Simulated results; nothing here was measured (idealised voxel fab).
The process module that follows is named voxel spacer lines.
This is section cut - it's 260 nm across, gridded in 5 nm square cells.
In this document a cross-section is written as a grid of square cells. It is given as a series of bands, listed from the top down, and a band is one or more rows of cells. Quick guide to a band line: top height, bottom height (nm) up front; then every material left to right with its width in nm. Only one material and it's marked "throughout"? Then it fills the band edge to edge. And "blank" just means empty space. Basically, 0 is our baseline, since under it the wafer straight out of the box is all one material. The bottom band has no lower end and keeps on going down, so it looks like "from 0 down". Note: "30..40" means the width goes from the first number (top row of the band) to the second number (bottom row) in equal steps per row of cells. No cell of the cross-section changed in a step that is given as "identical to before". Reported under the label "Closed void list" are the empty spaces having no open way to the top and comprising 8 cells or more; the notation for each is width x height at distance, in which the distance is measured from the left edge and all three values are in nm. Step line, after settings: the simulator's comment on this step. overlay nm: where the mask lay relative to plan, measured to the right, on steps with a mask; negatives go left.

The planned process steps are enumerated hereunder
| 1 | RECEIVE: material Si |
| 2 | CONFORMAL_DEP: material SiO2, thk nm 5 |
| 3 | DIRECTIONAL_DEP: material TiN, thk nm 15 |
| 4 | DIRECTIONAL_DEP: material aC, thk nm 25 |
| 5 | PATTERN: tone cover, mask id MANDREL, material resist, width nm 25, pitch nm 80, thk nm 35, overlay nm 0 |
| 6 | DIRECTIONAL_ETCH: etch materials aC, depth nm 25 |
| 7 | STRIP: etch materials resist |
| 8 | CONFORMAL_DEP: material SiN, thk nm 15 |
| 9 | DIRECTIONAL_ETCH: etch materials SiN, depth nm 15 |
| 10 | STRIP: etch materials aC |
| 11 | DIRECTIONAL_ETCH: etch materials TiN, depth nm 15 |
| 12 | STRIP: etch materials SiN |

Wafer at receipt (post step 1), cross-section
* from 0 down | Si throughout
* Closed void list: none

First of two wafers: cross-section at end of module, run per plan
* from 20 to 5 | 20 nm blank; 15 nm TiN; 25 nm blank; 15 nm TiN; 25 nm blank; 15 nm TiN; 25 nm blank; 15 nm TiN; 25 nm blank; 15 nm TiN; 25 nm blank; 15 nm TiN; 25 nm blank
* from 5 to 0 | SiO2 throughout
* from 0 down | Si throughout
* Closed void list: none

Cross-sectional image of the second wafer of the two following completion of the module. Starting state and process plan were the same as for the first wafer; one execution error occurred
* from 15 to 0 | 20 nm blank; 15 nm TiN; 25 nm blank; 15 nm TiN; 25 nm blank; 15 nm TiN; 25 nm blank; 15 nm TiN; 25 nm blank; 15 nm TiN; 25 nm blank; 15 nm TiN; 25 nm blank
* from 0 down | Si throughout
* Closed void list: none
Where did the run depart from the plan? step 2 of the plan: omitted, not performed
Final comparison by cell count, materials where the second wafer has more or fewer than the first: SiO2: 52 fewer
